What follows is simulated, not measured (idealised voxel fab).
The process module that follows is named voxel capacitor over wiring.
Each square cell in cross-section cut measures 5 nm, and the section as a whole is 275 nm wide.
Cross-section layout: square cells on a grid; listed as bands, top to bottom; a band spans one or more cell rows. First you get the band's top height and its bottom height, in nm, and then the materials it's made of, left to right, with each width in nm. If you see a single material with "everywhere", that one covers the band edge to edge. "air" is empty space. The level at which height equals 0 is the one under which the wafer, as it arrives, is entirely one material. No lower edge exists for the bottom band, which continues downward and is notated as in "0..down". Quick explanation for "30..40": the width changes in equal steps down the rows of cells, from the first number in the band's top row to the second number in its bottom row. You'll sometimes find "no change" written for a step, and that's the way of saying that nowhere in the cross-section did a cell change during that step. "Unvented cavities" enumerates empty spaces isolated from the top, with no open way to it, that contain at least 8 cells, giving each as width x height at distance from the left edge, all three in nm. If you see something after the settings on a step's line, that's the simulator's own remark about that step. overlay nm: for a step with a mask, the amount by which the mask lay right of where it was planned; a negative amount means left of it.
### So here's the lineup of process steps we planned
1 RECEIVE with material Si
2 CONFORMAL_DEP with material SiO2, thk nm 15
3 DIRECTIONAL_DEP with material TiN, thk nm 5
4 DIRECTIONAL_DEP with material W, thk nm 20
5 MASKED_ETCH with tone cover, mask id METAL_1, width nm 30, pitch nm 95, etch materials W, depth nm 20, overlay nm 0
6 MASKED_ETCH with tone cover, mask id METAL_1, width nm 30, pitch nm 95, etch materials TiN, depth nm 5, overlay nm 0
7 CONFORMAL_DEP with material SiCN, thk nm 5
8 FILL_DEP with material lowk, thk nm 10
9 CMP with height nm 40
10 CONFORMAL_DEP with material SiCN, thk nm 5
11 DIRECTIONAL_DEP with material SiO2, thk nm 15
12 PATTERN with tone open, mask id PLUG_1, material resist, width nm 15, thk nm 20, overlay nm 0
13 DIRECTIONAL_ETCH with etch materials SiO2, depth nm 15
14 DIRECTIONAL_ETCH with etch materials SiCN, depth nm 5
15 STRIP with etch materials resist
16 CONFORMAL_DEP with material TiN, thk nm 5
17 FILL_DEP with material Cu, thk nm 5
18 CMP with height nm 60
19 DIRECTIONAL_DEP with material TiN, thk nm 5
20 DIRECTIONAL_DEP with material Al2O3, thk nm 5
21 DIRECTIONAL_DEP with material TiN, thk nm 10
22 DIRECTIONAL_DEP with material aC, thk nm 10
23 PATTERN with tone cover, mask id UPPER_PLATE, material resist, width nm 70, thk nm 30, overlay nm 0
24 DIRECTIONAL_ETCH with etch materials aC, depth nm 10
25 STRIP with etch materials resist
26 DIRECTIONAL_ETCH with etch materials TiN, depth nm 10
27 DIRECTIONAL_ETCH with etch materials Al2O3, depth nm 5
28 STRIP with etch materials aC
29 MASKED_ETCH with tone cover, mask id LOWER_PLATE, width nm 80, etch materials TiN, depth nm 5, overlay nm 0
30 FILL_DEP with material SiO2, thk nm 20
31 CMP with height nm 95
32 DIRECTIONAL_DEP with material aC, thk nm 10
33 PATTERN with tone open, mask id PLUG_2, material resist, width nm 15, thk nm 30, overlay nm 0
34 DIRECTIONAL_ETCH with etch materials aC, depth nm 10
35 STRIP with etch materials resist
36 DIRECTIONAL_ETCH with etch materials SiO2, depth nm 15
37 STRIP with etch materials aC
38 CONFORMAL_DEP with material TiN, thk nm 5
39 FILL_DEP with material Ru, thk nm 5
40 CMP with height nm 95
41 CONFORMAL_DEP with material SiCN, thk nm 5
### Wafer at receipt (post step 1), cross-section
  0..down | Si everywhere
  Unvented cavities: none
### Look at the cross-section after the module: the wafer started out the way shown above and the plan was the one shown above, yet one mistake was made along the way
  100..95 | SiCN everywhere
  95..85 | SiO2 (100), then TiN (5), then Ru (5), then TiN (5), then SiO2 (160)
  85..80 | SiO2 (100), then TiN (15), then SiO2 (160)
  80..70 | SiO2 (90), then TiN (70), then SiO2 (115)
  70..65 | SiO2 (90), then Al2O3 (70), then SiO2 (115)
  65..60 | SiO2 (85), then TiN (80), then SiO2 (110)
  60..55 | SiCN (90), then TiN (15), then SiCN (170)
  55..40 | SiO2 everywhere
  40..20 | lowk (70), then SiCN (5), then W (30), then SiCN (5), then lowk (55), then SiCN (5), then W (30), then SiCN (5), then lowk (70)
  20..15 | SiCN (75), then TiN (30), then SiCN (65), then TiN (30), then SiCN (75)
  15..0 | SiO2 everywhere
  0..down | Si everywhere
  Unvented cavities: none
Plan not followed: plan steps 10 and 11 run swapped
